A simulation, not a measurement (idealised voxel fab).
process module | voxel wiring stack
cross-section cut | 260 nm wide | cells 5 nm
A cross-section is a grid of square cells, given in bands from the top down. A band is one or more rows of cells.
Each band's line starts with the height of the band's top and of its bottom, in nm. Then come its materials from left to right, each with its width in nm. One material with "throughout" fills the band from edge to edge. "air" is empty space.
Height 0 is the level under which the wafer as received is all one material. The lowest band goes on downwards, as in "0 down".
A width such as "30 to 40" changes by the same amount from each row of cells to the next, from the band's top row to its bottom row.
"no change" after a step means that no cell of the cross-section changed.
closed voids: empty space of 8 cells or more with no open way to the top, each as width x height at its distance from the left edge, in nm
after a step's settings: what the simulator itself notes on the step
overlay nm, on a step with a mask: how far to the right of its planned place the mask lay; to the left if negative
plan
1 op RECEIVE | material Si
2 op CONFORMAL_DEP | material SiO2 | thk nm 15
3 op DIRECTIONAL_DEP | material TiN | thk nm 5
4 op DIRECTIONAL_DEP | material W | thk nm 20
5 op PATTERN | tone cover | mask id METAL_1 | material resist | width nm 20 | pitch nm 45 | thk nm 15 | overlay nm 0
6 op DIRECTIONAL_ETCH | etch materials W | depth nm 20
7 op DIRECTIONAL_ETCH | etch materials TiN | depth nm 5
8 op STRIP | etch materials resist
9 op FILL_DEP | material SiO2 | thk nm 10
10 op CMP | height nm 40
11 op CONFORMAL_DEP | material SiCN | thk nm 5
12 op DIRECTIONAL_DEP | material lowk | thk nm 30
13 op DIRECTIONAL_DEP | material aC | thk nm 10
14 op PATTERN | tone open | mask id METAL_2_HOLES | material resist | width nm 15 | pitch nm 90 | thk nm 30 | overlay nm 0
15 op DIRECTIONAL_ETCH | etch materials aC | depth nm 10
16 op STRIP | etch materials resist
17 op DIRECTIONAL_ETCH | etch materials lowk | depth nm 30
18 op STRIP | etch materials aC
19 op PATTERN | tone open | mask id METAL_2 | material resist | width nm 20 | pitch nm 45 | thk nm 15 | overlay nm 0
20 op DIRECTIONAL_ETCH | etch materials lowk | depth nm 20
21 op DIRECTIONAL_ETCH | etch materials SiCN | depth nm 5
22 op STRIP | etch materials resist
23 op CONFORMAL_DEP | material TiN | thk nm 5
24 op FILL_DEP | material Ru | thk nm 5
25 op CMP | height nm 75
26 op CONFORMAL_DEP | material SiCN | thk nm 5
27 op DIRECTIONAL_DEP | material lowk | thk nm 10
28 op DIRECTIONAL_DEP | material aC | thk nm 15
29 op PATTERN | tone open | mask id PLUG_2 | material resist | width nm 15 | pitch nm 45 | thk nm 30 | overlay nm 0
30 op DIRECTIONAL_ETCH | etch materials aC | depth nm 15
31 op STRIP | etch materials resist
32 op DIRECTIONAL_ETCH | etch materials lowk | depth nm 10
33 op DIRECTIONAL_ETCH | etch materials SiCN | depth nm 5
34 op STRIP | etch materials aC
35 op CONFORMAL_DEP | material TiN | thk nm 5
36 op FILL_DEP | material Ru | thk nm 10
37 op CMP | height nm 90
38 op DIRECTIONAL_DEP | material TiN | thk nm 5
39 op DIRECTIONAL_DEP | material W | thk nm 15
40 op PATTERN | tone cover | mask id METAL_3 | material resist | width nm 20 | pitch nm 45 | thk nm 15 | overlay nm 0
41 op DIRECTIONAL_ETCH | etch materials W | depth nm 15
42 op DIRECTIONAL_ETCH | etch materials TiN | depth nm 5
43 op STRIP | etch materials resist
44 op FILL_DEP | material lowk | thk nm 5
45 op CMP | height nm 110
46 op CONFORMAL_DEP | material SiN | thk nm 5
varied across the wafers: width nm of step 14. The plan shows the first wafer's value. All wafers start alike
first wafer as received, after step 1
  0 down: Si throughout
  closed voids: none
each wafer at the end: cells of each material gained (+) or lost (-) since it was received, then its closed voids
width nm 15 | +38 Ru | +86 SiCN | +52 SiN | +336 SiO2 | +112 TiN | +112 W | +460 lowk | closed voids: none
width nm 20 | +44 Ru | +84 SiCN | +52 SiN | +336 SiO2 | +112 TiN | +112 W | +456 lowk | closed voids: none
width nm 25 | +54 Ru | +84 SiCN | +52 SiN | +336 SiO2 | +114 TiN | +112 W | +444 lowk | closed voids: none
width nm 30 | +64 Ru | +84 SiCN | +52 SiN | +336 SiO2 | +116 TiN | +112 W | +432 lowk | closed voids: none
